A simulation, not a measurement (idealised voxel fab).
This section sets out a process module, namely voxel transistor to metal.
Square cell edge 5 nm, section width 280 nm, ID cut.
Cross-section, as written here: a square-cell grid given band by band from the top down, where a band holds one or more rows of cells. Read a band's entry like this: the first values are the height of its top and the height of its bottom in nm, and what follows is the sequence of materials from left to right, each with its width in nm. Note that "empty" is empty space, and that a single material marked "everywhere" reaches across the band from edge to edge. For the purposes of this specification, 0 denotes the height below which the wafer in its as-received condition is composed wholly of one material, and the lowermost band, lacking a lower limit, extends downward without end, as expressed in "from 0 down". Width "30 to 40": first value at the band's top row of cells, second value at its bottom row, equal change from row to row. It should be understood that the words "nothing changed", when stated for a given step, signify that the cross-section underwent no change in any of its cells during that step. "Unvented cavities" specifies each empty space that is not open to the top and that occupies no fewer than 8 cells, using the form width x height at distance, the distance measured from the left edge and all three quantities in nm. after a step's settings: what the simulator itself notes on the step. On any step carrying a mask, the "overlay nm" setting, if present on the step's line, tells how far right of its planned place the mask lay; negative values point to the left.

# Planned process steps
1,op RECEIVE | material Si
2,op OXIDIZE | depth nm 5
3,op CONFORMAL_DEP | material SiN | thk nm 15
4,op MASKED_ETCH | tone cover | mask id ACTIVE | width nm 100 | pitch nm 130 | etch materials SiN | depth nm 15 | overlay nm 0
5,op MASKED_ETCH | tone cover | mask id ACTIVE | width nm 100 | pitch nm 130 | etch materials SiO2 | depth nm 5 | overlay nm 0
6,op MASKED_ETCH | tone cover | mask id ACTIVE | width nm 100 | pitch nm 130 | etch materials Si | depth nm 25 | overlay nm 0
7,op OXIDIZE | depth nm 5
8,op FILL_DEP | material SiO2 | thk nm 5
9,op CMP | height nm 15
10,op SELECTIVE_ETCH | etch materials SiO2 | depth nm 15
11,op STRIP | etch materials SiN
12,op SELECTIVE_ETCH | etch materials SiO2 | depth nm 5
13,op OXIDIZE | depth nm 5
14,op DIRECTIONAL_DEP | material polySi | thk nm 20
15,op DIRECTIONAL_DEP | material SiCN | thk nm 10
16,op MASKED_ETCH | tone cover | mask id GATE | width nm 20 | pitch nm 130 | etch materials SiCN | depth nm 20 | overlay nm 0
17,op MASKED_ETCH | tone cover | mask id GATE | width nm 20 | pitch nm 130 | etch materials polySi | depth nm 30 | overlay nm 0
18,op CONFORMAL_DEP | material SiN | thk nm 5
19,op DIRECTIONAL_ETCH | etch materials SiN | depth nm 5
20,op DIRECTIONAL_ETCH | etch materials SiO2 | depth nm 5
21,op EPI | material pSi | thk nm 5
22,op FILL_DEP | material SiO2 | thk nm 10
23,op CMP | height nm 25
24,op DIRECTIONAL_DEP | material SiO2 | thk nm 10
25,op DIRECTIONAL_DEP | material aC | thk nm 15
26,op PATTERN | tone open | mask id CONTACT | material resist | width nm 30 | thk nm 30 | overlay nm 0
27,op DIRECTIONAL_ETCH | etch materials aC | depth nm 15
28,op STRIP | etch materials resist
29,op DIRECTIONAL_ETCH | etch materials SiO2 | depth nm 40
30,op STRIP | etch materials aC
31,op CONFORMAL_DEP | material TiN | thk nm 5
32,op FILL_DEP | material W | thk nm 10
33,op CMP | height nm 35
34,op CONFORMAL_DEP | material SiN | thk nm 5
35,op DIRECTIONAL_DEP | material SiO2 | thk nm 15
36,op DIRECTIONAL_DEP | material aC | thk nm 10
37,op PATTERN | tone open | mask id METAL_1 | material resist | width nm 15 | thk nm 30 | overlay nm -15
38,op DIRECTIONAL_ETCH | etch materials aC | depth nm 10
39,op STRIP | etch materials resist
40,op DIRECTIONAL_ETCH | etch materials SiO2 | depth nm 15
41,op DIRECTIONAL_ETCH | etch materials SiN | depth nm 5
42,op STRIP | etch materials aC
43,op CONFORMAL_DEP | material TiN | thk nm 5
44,op FILL_DEP | material Cu | thk nm 10
45,op CMP | height nm 55
46,op CONFORMAL_DEP | material SiN | thk nm 5
What sets these wafers apart? The overlay nm at step 37. They all start alike, and the plan carries the first wafer's value.

# The first of several wafers, as received after step 1, seen in section
from 0 down: Si everywhere
Unvented cavities: none

# Every row in this table is a wafer at the end of the module, and it gives, for each of the materials, the cells that wafer has gained (+) or lost (-) since it was received, then its closed voids
overlay nm -15, +12 Cu, -212 Si, +16 SiCN, +124 SiN, +444 SiO2, +116 TiN, +112 W, +28 pSi, +32 polySi, Unvented cavities: none
overlay nm -10, +12 Cu, -212 Si, +16 SiCN, +124 SiN, +444 SiO2, +116 TiN, +112 W, +28 pSi, +32 polySi, Unvented cavities: none
overlay nm -5, +12 Cu, -212 Si, +16 SiCN, +124 SiN, +444 SiO2, +116 TiN, +112 W, +28 pSi, +32 polySi, Unvented cavities: none
overlay nm 0, +12 Cu, -212 Si, +16 SiCN, +124 SiN, +444 SiO2, +116 TiN, +112 W, +28 pSi, +32 polySi, Unvented cavities: none
overlay nm 5, +12 Cu, -212 Si, +16 SiCN, +124 SiN, +444 SiO2, +116 TiN, +112 W, +28 pSi, +32 polySi, Unvented cavities: none
overlay nm 10, +12 Cu, -212 Si, +16 SiCN, +124 SiN, +444 SiO2, +116 TiN, +112 W, +28 pSi, +32 polySi, Unvented cavities: none
overlay nm 15, +12 Cu, -212 Si, +16 SiCN, +124 SiN, +444 SiO2, +116 TiN, +112 W, +28 pSi, +32 polySi, Unvented cavities: none
